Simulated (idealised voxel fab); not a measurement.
Module name: voxel wiring stack (process module)
cross-section cut | 265 nm wide | cells 5 nm
A cross-section in this document is a grid of square cells, and it is written down as bands, the top band listed before the ones below it; a band is made up of one or more rows of cells.
Read a band's entry like this: the first values are the height of its top and the height of its bottom in nm, and what follows is the sequence of materials from left to right, each with its width in nm. Note that "air" is empty space, and that a single material marked "edge to edge" reaches across the band from edge to edge.
Ref level 0: as-received wafer is one material below here. Bottom band extends down with no lower bound ("0 and below").
The notation "30->40" denotes a width that varies across the rows of cells in the band, beginning at the first number in the top row, finishing at the second number in the bottom row, and changing by an identical amount from each row to the next.
For the purposes of this document, the phrase "nothing got changed" attached to a step denotes that no cell within the cross-section was modified by that step.
Enclosed internal cavities: empty space of 8 cells or more with no open way to the top, each as width x height at its distance from the left edge, in nm
Post-settings text on a step line: simulator's own remark regarding the step.
The setting "overlay nm" may be written on the line of a step. When the step uses a mask, the value reports how far to the right of the planned place the mask lay, and a negative value reports that it lay to the left.

PROCESS STEPS - PLAN
1) RECEIVE with material Si
2) CONFORMAL_DEP with material SiO2, thk nm 10
3) CONFORMAL_DEP with material SiCN, thk nm 5
4) DIRECTIONAL_DEP with material SiO2, thk nm 20
5) DIRECTIONAL_DEP with material aC, thk nm 15
6) PATTERN with tone open, mask id METAL_1, material resist, width nm 30, pitch nm 60, thk nm 35, overlay nm 0
7) DIRECTIONAL_ETCH with etch materials aC, depth nm 15
8) STRIP with etch materials resist
9) DIRECTIONAL_ETCH with etch materials SiO2, depth nm 20
10) DIRECTIONAL_ETCH with etch materials SiCN, depth nm 5
11) STRIP with etch materials aC
12) CONFORMAL_DEP with material TiN, thk nm 5
13) FILL_DEP with material W, thk nm 5
14) CMP with height nm 35
15) EPI with material Ru, thk nm 5
16) FILL_DEP with material SiCN, thk nm 5
17) DIRECTIONAL_DEP with material SiO2, thk nm 10
18) PATTERN with tone open, mask id PLUG_1, material resist, width nm 15, pitch nm 60, thk nm 15, overlay nm 0
19) DIRECTIONAL_ETCH with etch materials SiO2, depth nm 10
20) DIRECTIONAL_ETCH with etch materials SiCN, depth nm 5
21) STRIP with etch materials resist
22) EPI with material Ru, thk nm 10
23) EPI with material Ru, thk nm 5
24) DIRECTIONAL_DEP with material TiN, thk nm 5
25) DIRECTIONAL_DEP with material W, thk nm 15
26) DIRECTIONAL_DEP with material aC, thk nm 15
27) PATTERN with tone cover, mask id METAL_2, material resist, width nm 30, pitch nm 60, thk nm 30, overlay nm 0
28) DIRECTIONAL_ETCH with etch materials aC, depth nm 15
29) STRIP with etch materials resist
30) DIRECTIONAL_ETCH with etch materials W, depth nm 15
31) DIRECTIONAL_ETCH with etch materials TiN, depth nm 5
32) STRIP with etch materials aC
33) CONFORMAL_DEP with material SiN, thk nm 5
34) FILL_DEP with material lowk, thk nm 5
35) CMP with height nm 75
36) CONFORMAL_DEP with material SiCN, thk nm 5

FIRST OF THE TWO WAFERS, RUN PER PLAN

CROSS-SECTION OF THE WAFER AT RECEIPT, WHICH IS THE CONDITION AFTER STEP 1
	0 and below = Si edge to edge
	Enclosed internal cavities: none

CROSS-SECTION OF THE WAFER SUBSEQUENT TO STEP 2
	10 down to 0 = SiO2 edge to edge
	Unchanged below 0.

CROSS-SECTION OF THE WAFER SUBSEQUENT TO STEP 3
	15 down to 10 = SiCN edge to edge
	Unchanged below 10.

CROSS-SECTION OF THE WAFER SUBSEQUENT TO STEP 4
	35 down to 15 = SiO2 edge to edge
	Unchanged below 15.

CROSS-SECTION OF THE WAFER SUBSEQUENT TO STEP 5
	50 down to 35 = aC edge to edge
	Unchanged below 35.

CROSS-SECTION OF THE WAFER SUBSEQUENT TO STEP 6
	85 down to 50 = resist 55 / air 30 / resist 30 / air 30 / resist 30 / air 30 / resist 60
	Unchanged below 50.

CROSS-SECTION OF THE WAFER SUBSEQUENT TO STEP 7
	70 down to 50 = resist 55 / air 30 / resist 30 / air 30 / resist 30 / air 30 / resist 60
	50 down to 35 = aC 55 / air 30 / aC 30 / air 30 / aC 30 / air 30 / aC 60
	Unchanged below 35.

CROSS-SECTION OF THE WAFER SUBSEQUENT TO STEP 8
	50 down to 35 = aC 55 / air 30 / aC 30 / air 30 / aC 30 / air 30 / aC 60
	Unchanged below 35.

CROSS-SECTION OF THE WAFER SUBSEQUENT TO STEP 9
	50 down to 35 = aC 55 / air 30 / aC 30 / air 30 / aC 30 / air 30 / aC 60
	35 down to 15 = SiO2 55 / air 30 / SiO2 30 / air 30 / SiO2 30 / air 30 / SiO2 60
	Unchanged below 15.

CROSS-SECTION OF THE WAFER SUBSEQUENT TO STEP 10
	50 down to 35 = aC 55 / air 30 / aC 30 / air 30 / aC 30 / air 30 / aC 60
	35 down to 15 = SiO2 55 / air 30 / SiO2 30 / air 30 / SiO2 30 / air 30 / SiO2 60
	15 down to 10 = SiCN 55 / air 30 / SiCN 30 / air 30 / SiCN 30 / air 30 / SiCN 60
	Unchanged below 10.

CROSS-SECTION OF THE WAFER SUBSEQUENT TO STEP 11
	35 down to 15 = SiO2 55 / air 30 / SiO2 30 / air 30 / SiO2 30 / air 30 / SiO2 60
	Unchanged below 15.

CROSS-SECTION OF THE WAFER SUBSEQUENT TO STEP 12
	40 down to 35 = TiN 60 / air 20 / TiN 40 / air 20 / TiN 40 / air 20 / TiN 65
	35 down to 15 = SiO2 55 / TiN 5 / air 20 / TiN 5 / SiO2 30 / TiN 5 / air 20 / TiN 5 / SiO2 30 / TiN 5 / air 20 / TiN 5 / SiO2 60
	15 down to 10 = SiCN 55 / TiN 30 / SiCN 30 / TiN 30 / SiCN 30 / TiN 30 / SiCN 60
	Unchanged below 10.

CROSS-SECTION OF THE WAFER SUBSEQUENT TO STEP 13
	45 down to 40 = W edge to edge
	40 down to 35 = TiN 60 / W 20 / TiN 40 / W 20 / TiN 40 / W 20 / TiN 65
	35 down to 15 = SiO2 55 / TiN 5 / W 20 / TiN 5 / SiO2 30 / TiN 5 / W 20 / TiN 5 / SiO2 30 / TiN 5 / W 20 / TiN 5 / SiO2 60
	Unchanged below 15.

CROSS-SECTION OF THE WAFER SUBSEQUENT TO STEP 14
	35 down to 15 = SiO2 55 / TiN 5 / W 20 / TiN 5 / SiO2 30 / TiN 5 / W 20 / TiN 5 / SiO2 30 / TiN 5 / W 20 / TiN 5 / SiO2 60
	Unchanged below 15.

CROSS-SECTION OF THE WAFER SUBSEQUENT TO STEP 15
	40 down to 35 = air 50 / Ru 40 / air 20 / Ru 40 / air 20 / Ru 40 / air 55
	Unchanged below 35.

CROSS-SECTION OF THE WAFER SUBSEQUENT TO STEP 16
	45 down to 40 = SiCN edge to edge
	40 down to 35 = SiCN 50 / Ru 40 / SiCN 20 / Ru 40 / SiCN 20 / Ru 40 / SiCN 55
	Unchanged below 35.

CROSS-SECTION OF THE WAFER SUBSEQUENT TO STEP 17
	55 down to 45 = SiO2 edge to edge
	Unchanged below 45.

CROSS-SECTION OF THE WAFER SUBSEQUENT TO STEP 18
	70 down to 55 = resist 55 / air 15 / resist 45 / air 15 / resist 45 / air 15 / resist 75
	Unchanged below 55.

CROSS-SECTION OF THE WAFER SUBSEQUENT TO STEP 19
	70 down to 55 = resist 55 / air 15 / resist 45 / air 15 / resist 45 / air 15 / resist 75
	55 down to 45 = SiO2 55 / air 15 / SiO2 45 / air 15 / SiO2 45 / air 15 / SiO2 75
	Unchanged below 45.

CROSS-SECTION OF THE WAFER SUBSEQUENT TO STEP 20
	70 down to 55 = resist 55 / air 15 / resist 45 / air 15 / resist 45 / air 15 / resist 75
	55 down to 45 = SiO2 55 / air 15 / SiO2 45 / air 15 / SiO2 45 / air 15 / SiO2 75
	45 down to 40 = SiCN 55 / air 15 / SiCN 45 / air 15 / SiCN 45 / air 15 / SiCN 75
	Unchanged below 40.

CROSS-SECTION OF THE WAFER SUBSEQUENT TO STEP 21
	55 down to 45 = SiO2 55 / air 15 / SiO2 45 / air 15 / SiO2 45 / air 15 / SiO2 75
	Unchanged below 45.

CROSS-SECTION OF THE WAFER SUBSEQUENT TO STEP 22
	55 down to 50 = SiO2 55 / air 15 / SiO2 45 / air 15 / SiO2 45 / air 15 / SiO2 75
	50 down to 45 = SiO2 55 / Ru 15 / SiO2 45 / Ru 15 / SiO2 45 / Ru 15 / SiO2 75
	45 down to 35 = SiCN 55->50 / Ru 15->40 / SiCN 45->20 / Ru 15->40 / SiCN 45->20 / Ru 15->40 / SiCN 75->55
	Unchanged below 35.

CROSS-SECTION OF THE WAFER SUBSEQUENT TO STEP 23
	55 down to 45 = SiO2 55 / Ru 15 / SiO2 45 / Ru 15 / SiO2 45 / Ru 15 / SiO2 75
	Unchanged below 45.

CROSS-SECTION OF THE WAFER SUBSEQUENT TO STEP 24
	60 down to 55 = TiN edge to edge
	Unchanged below 55.

CROSS-SECTION OF THE WAFER SUBSEQUENT TO STEP 25
	75 down to 60 = W edge to edge
	Unchanged below 60.

CROSS-SECTION OF THE WAFER SUBSEQUENT TO STEP 26
	90 down to 75 = aC edge to edge
	Unchanged below 75.

CROSS-SECTION OF THE WAFER SUBSEQUENT TO STEP 27
	120 down to 90 = air 55 / resist 30 / air 30 / resist 30 / air 30 / resist 30 / air 60
	Unchanged below 90.

CROSS-SECTION OF THE WAFER SUBSEQUENT TO STEP 28
	105 down to 90 = air 55 / resist 30 / air 30 / resist 30 / air 30 / resist 30 / air 60
	90 down to 75 = air 55 / aC 30 / air 30 / aC 30 / air 30 / aC 30 / air 60
	Unchanged below 75.

CROSS-SECTION OF THE WAFER SUBSEQUENT TO STEP 29
	90 down to 75 = air 55 / aC 30 / air 30 / aC 30 / air 30 / aC 30 / air 60
	Unchanged below 75.

CROSS-SECTION OF THE WAFER SUBSEQUENT TO STEP 30
	90 down to 75 = air 55 / aC 30 / air 30 / aC 30 / air 30 / aC 30 / air 60
	75 down to 60 = air 55 / W 30 / air 30 / W 30 / air 30 / W 30 / air 60
	Unchanged below 60.

CROSS-SECTION OF THE WAFER SUBSEQUENT TO STEP 31
	90 down to 75 = air 55 / aC 30 / air 30 / aC 30 / air 30 / aC 30 / air 60
	75 down to 60 = air 55 / W 30 / air 30 / W 30 / air 30 / W 30 / air 60
	60 down to 55 = air 55 / TiN 30 / air 30 / TiN 30 / air 30 / TiN 30 / air 60
	Unchanged below 55.

CROSS-SECTION OF THE WAFER SUBSEQUENT TO STEP 32
	75 down to 60 = air 55 / W 30 / air 30 / W 30 / air 30 / W 30 / air 60
	Unchanged below 60.

CROSS-SECTION OF THE WAFER SUBSEQUENT TO STEP 33
	80 down to 75 = air 50 / SiN 40 / air 20 / SiN 40 / air 20 / SiN 40 / air 55
	75 down to 60 = air 50 / SiN 5 / W 30 / SiN 5 / air 20 / SiN 5 / W 30 / SiN 5 / air 20 / SiN 5 / W 30 / SiN 5 / air 55
	60 down to 55 = SiN 55 / TiN 30 / SiN 30 / TiN 30 / SiN 30 / TiN 30 / SiN 60
	Unchanged below 55.

CROSS-SECTION OF THE WAFER SUBSEQUENT TO STEP 34
	85 down to 80 = lowk edge to edge
	80 down to 75 = lowk 50 / SiN 40 / lowk 20 / SiN 40 / lowk 20 / SiN 40 / lowk 55
	75 down to 60 = lowk 50 / SiN 5 / W 30 / SiN 5 / lowk 20 / SiN 5 / W 30 / SiN 5 / lowk 20 / SiN 5 / W 30 / SiN 5 / lowk 55
	Unchanged below 60.

CROSS-SECTION OF THE WAFER SUBSEQUENT TO STEP 35
	75 down to 60 = lowk 50 / SiN 5 / W 30 / SiN 5 / lowk 20 / SiN 5 / W 30 / SiN 5 / lowk 20 / SiN 5 / W 30 / SiN 5 / lowk 55
	Unchanged below 60.

CROSS-SECTION OF THE WAFER SUBSEQUENT TO STEP 36
	80 down to 75 = SiCN edge to edge
	Unchanged below 75.

NOW THE OTHER WAFER: SAME START, SAME RECIPE, BUT WE MESSED UP ONE THING WHEN RUNNING IT. UP TO AND INCLUDING STEP 23 IT'S THE SAME AS THE FIRST ONE

CROSS-SECTION OF THE SECOND WAFER AT THE TIME STEP 24 OF THE PLAN SHOULD HAVE ENDED
	70 down to 55 = W edge to edge
	Unchanged below 55.

CROSS-SECTION OF THE SECOND WAFER AT THE TIME STEP 25 OF THE PLAN SHOULD HAVE ENDED
	75 down to 70 = TiN edge to edge
	Unchanged below 70.

CROSS-SECTION OF THE SECOND WAFER AT THE TIME STEP 26 OF THE PLAN SHOULD HAVE ENDED
	90 down to 75 = aC edge to edge
	Unchanged below 75.

CROSS-SECTION OF THE SECOND WAFER AT THE TIME STEP 27 OF THE PLAN SHOULD HAVE ENDED
	120 down to 90 = air 55 / resist 30 / air 30 / resist 30 / air 30 / resist 30 / air 60
	Unchanged below 90.

CROSS-SECTION OF THE SECOND WAFER AT THE TIME STEP 28 OF THE PLAN SHOULD HAVE ENDED
	105 down to 90 = air 55 / resist 30 / air 30 / resist 30 / air 30 / resist 30 / air 60
	90 down to 75 = air 55 / aC 30 / air 30 / aC 30 / air 30 / aC 30 / air 60
	Unchanged below 75.

CROSS-SECTION OF THE SECOND WAFER AT THE TIME STEP 29 OF THE PLAN SHOULD HAVE ENDED
	90 down to 75 = air 55 / aC 30 / air 30 / aC 30 / air 30 / aC 30 / air 60
	Unchanged below 75.

Cross-section of the second wafer at the time step 30 of the plan should have ended: nothing got changed

CROSS-SECTION OF THE SECOND WAFER AT THE TIME STEP 31 OF THE PLAN SHOULD HAVE ENDED
	90 down to 75 = air 55 / aC 30 / air 30 / aC 30 / air 30 / aC 30 / air 60
	75 down to 70 = air 55 / TiN 30 / air 30 / TiN 30 / air 30 / TiN 30 / air 60
	Unchanged below 70.

CROSS-SECTION OF THE SECOND WAFER AT THE TIME STEP 32 OF THE PLAN SHOULD HAVE ENDED
	75 down to 70 = air 55 / TiN 30 / air 30 / TiN 30 / air 30 / TiN 30 / air 60
	Unchanged below 70.

CROSS-SECTION OF THE SECOND WAFER AT THE TIME STEP 33 OF THE PLAN SHOULD HAVE ENDED
	80 down to 75 = air 50 / SiN 40 / air 20 / SiN 40 / air 20 / SiN 40 / air 55
	75 down to 70 = SiN 55 / TiN 30 / SiN 30 / TiN 30 / SiN 30 / TiN 30 / SiN 60
	Unchanged below 70.

CROSS-SECTION OF THE SECOND WAFER AT THE TIME STEP 34 OF THE PLAN SHOULD HAVE ENDED
	85 down to 80 = lowk edge to edge
	80 down to 75 = lowk 50 / SiN 40 / lowk 20 / SiN 40 / lowk 20 / SiN 40 / lowk 55
	Unchanged below 75.

CROSS-SECTION OF THE SECOND WAFER AT THE TIME STEP 35 OF THE PLAN SHOULD HAVE ENDED
	75 down to 70 = SiN 55 / TiN 30 / SiN 30 / TiN 30 / SiN 30 / TiN 30 / SiN 60
	Unchanged below 70.

CROSS-SECTION OF THE SECOND WAFER AT THE TIME STEP 36 OF THE PLAN SHOULD HAVE ENDED
	80 down to 75 = SiCN edge to edge
	Unchanged below 75.
What was done differently from what was planned? steps 24 and 25 traded places in the executed sequence
FYI, end of process, the second wafer has more or fewer cells of some materials than the first: 18 fewer of SiN; 105 more of W; 87 fewer of lowk
